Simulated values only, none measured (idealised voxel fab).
Process module under the name voxel trench capacitor
For reference, the cross-section in this document is cut, with width 290 nm and square cells of 5 nm.
Cross-section = grid of square cells, listed top down in bands; band = one or more rows.
Each band's line starts with the height of the band's top and of its bottom, in nm. Then come its materials from left to right, each with its width in nm. One material with "edge to edge" fills the band from edge to edge. "empty" is empty space.
We count height from 0. Below that, the starting wafer is all one material. The lowest band never ends at the bottom but goes on down; see "top 0, no bottom" for how that is written.
So if you see something like "30..40" for the width, read it as the top row of the band sitting at the first number and the bottom row at the second, with every row in between moving by the same amount as the last.
A step reported as "nothing was modified" is a step in which no cell of the cross-section changed.
"Closed cavities" contains a list of empty spaces, each no smaller than 8 cells and without an open way to the top, written in the form width x height at distance with the distance from the left edge and all three in nm.
The remark found on a step's line after its settings is issued by the simulator itself and pertains to that step.
overlay nm, on a step with a mask: how far to the right of its planned place the mask lay; to the left if negative
THE PLANNED PROCESS STEPS ARE ENUMERATED HEREUNDER
1) RECEIVE [material Si]
2) CONFORMAL_DEP [material SiN] [thk nm 5]
3) DIRECTIONAL_DEP [material aC] [thk nm 10]
4) PATTERN [tone open] [mask id TRENCH] [material resist] [width nm 30] [pitch nm 55] [thk nm 25] [overlay nm 0]
5) DIRECTIONAL_ETCH [etch materials aC] [depth nm 10]
6) STRIP [etch materials resist]
7) DIRECTIONAL_ETCH [etch materials SiN] [depth nm 5]
8) DIRECTIONAL_ETCH [etch materials Si] [depth nm 40]
9) STRIP [etch materials aC]
10) CONFORMAL_DEP [material HfO2] [thk nm 5]
11) CONFORMAL_DEP [material TiN] [thk nm 5]
12) FILL_DEP [material W] [thk nm 5]
13) CMP [height nm 5]
HERE'S WHAT THE WAFER LOOKED LIKE IN CROSS-SECTION WHEN IT ARRIVED - THAT'S AFTER STEP 1
  top 0, no bottom = Si edge to edge
  Closed cavities: none
THE MODULE WAS RUN FROM THE START SHOWN ABOVE USING THE PLAN SHOWN ABOVE, BUT ONE MISTAKE WAS MADE DOING IT; THE RESULTING WAFER CROSS-SECTION IS BELOW
  top 5, bottom 0 = W=35 / TiN=5 / HfO2=5 / SiN=30 / HfO2=5 / TiN=5 / W=5 / TiN=5 / HfO2=5 / SiN=30 / HfO2=5 / TiN=5 / W=5 / TiN=5 / HfO2=5 / SiN=30 / HfO2=5 / TiN=5 / W=5 / TiN=5 / HfO2=5 / SiN=30 / HfO2=5 / TiN=5 / W=40
  top 0, bottom -30 = W=35 / TiN=5 / HfO2=5 / Si=30 / HfO2=5 / TiN=5 / W=5 / TiN=5 / HfO2=5 / Si=30 / HfO2=5 / TiN=5 / W=5 / TiN=5 / HfO2=5 / Si=30 / HfO2=5 / TiN=5 / W=5 / TiN=5 / HfO2=5 / Si=30 / HfO2=5 / TiN=5 / W=40
  top -30, bottom -35 = TiN=40 / HfO2=5 / Si=30 / HfO2=5 / TiN=15 / HfO2=5 / Si=30 / HfO2=5 / TiN=15 / HfO2=5 / Si=30 / HfO2=5 / TiN=15 / HfO2=5 / Si=30 / HfO2=5 / TiN=45
  top -35, bottom -40 = HfO2=45 / Si=30 / HfO2=25 / Si=30 / HfO2=25 / Si=30 / HfO2=25 / Si=30 / HfO2=50
  top -40, no bottom = Si edge to edge
  Closed cavities: none
what went wrong: step 4 ran differently from the plan; actual operation with settings: PATTERN [tone cover] [mask id TRENCH] [material resist] [width nm 30] [pitch nm 55] [thk nm 25] [overlay nm 0]
